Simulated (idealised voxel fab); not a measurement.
process module | voxel plated lines
cross-section cut | 220 nm wide | cells 5 nm
A cross-section is a grid of square cells, given in bands from the top down. A band is one or more rows of cells.
Each band's line starts with the height of the band's top and of its bottom, in nm. Then come its materials from left to right, each with its width in nm. One material with "throughout" fills the band from edge to edge. "air" is empty space.
Height 0 is the level under which the wafer as received is all one material. The lowest band goes on downwards, as in "0 down".
A width such as "30 to 40" changes by the same amount from each row of cells to the next, from the band's top row to its bottom row.
"no change" after a step means that no cell of the cross-section changed.
closed voids: empty space of 8 cells or more with no open way to the top, each as width x height at its distance from the left edge, in nm
after a step's settings: what the simulator itself notes on the step
overlay nm, on a step with a mask: how far to the right of its planned place the mask lay; to the left if negative
plan
1 op RECEIVE | material Si
2 op CONFORMAL_DEP | material SiN | thk nm 15
3 op DIRECTIONAL_DEP | material TiN | thk nm 5
4 op PATTERN | tone open | mask id LINES | material resist | width nm 15 | pitch nm 35 | thk nm 25 | overlay nm -15
5 op EPI | material Ru | thk nm 10
6 op EPI | material Ru | thk nm 10
7 op STRIP | etch materials resist
8 op DIRECTIONAL_ETCH | etch materials TiN | depth nm 5
9 op CONFORMAL_DEP | material SiCN | thk nm 10
varied across the wafers: overlay nm of step 4. The plan shows the first wafer's value. All wafers start alike
first wafer as received, after step 1
  0 down: Si throughout
  closed voids: none
first wafer at the end, after step 9
  50 to 40: air 60 | SiCN 70 | air 90
  40 to 25: air 60 | SiCN 10 | Ru 15 | SiCN 20 | Ru 15 | SiCN 10 | air 90
  25 to 20: SiCN 70 | Ru 15 | SiCN 20 | Ru 15 | SiCN 100
  20 to 15: SiCN 70 | TiN 15 | SiCN 20 | TiN 15 | SiCN 100
  15 to 0: SiN throughout
  0 down: Si throughout
  closed voids: none
last wafer at the end
  50 to 40: air 90 | SiCN 70 | air 60
  40 to 25: air 90 | SiCN 10 | Ru 15 | SiCN 20 | Ru 15 | SiCN 10 | air 60
  25 to 20: SiCN 100 | Ru 15 | SiCN 20 | Ru 15 | SiCN 70
  20 to 15: SiCN 100 | TiN 15 | SiCN 20 | TiN 15 | SiCN 70
  15 to 0: SiN throughout
  0 down: Si throughout
  closed voids: none
each wafer at the end: cells of each material gained (+) or lost (-) since it was received, then its closed voids
overlay nm -15 | +24 Ru | +128 SiCN | +132 SiN | +6 TiN | closed voids: none
overlay nm -10 | +24 Ru | +128 SiCN | +132 SiN | +6 TiN | closed voids: none
overlay nm -5 | +24 Ru | +128 SiCN | +132 SiN | +6 TiN | closed voids: none
overlay nm 0 | +24 Ru | +128 SiCN | +132 SiN | +6 TiN | closed voids: none
overlay nm 5 | +24 Ru | +128 SiCN | +132 SiN | +6 TiN | closed voids: none
overlay nm 10 | +24 Ru | +128 SiCN | +132 SiN | +6 TiN | closed voids: none
overlay nm 15 | +24 Ru | +128 SiCN | +132 SiN | +6 TiN | closed voids: none
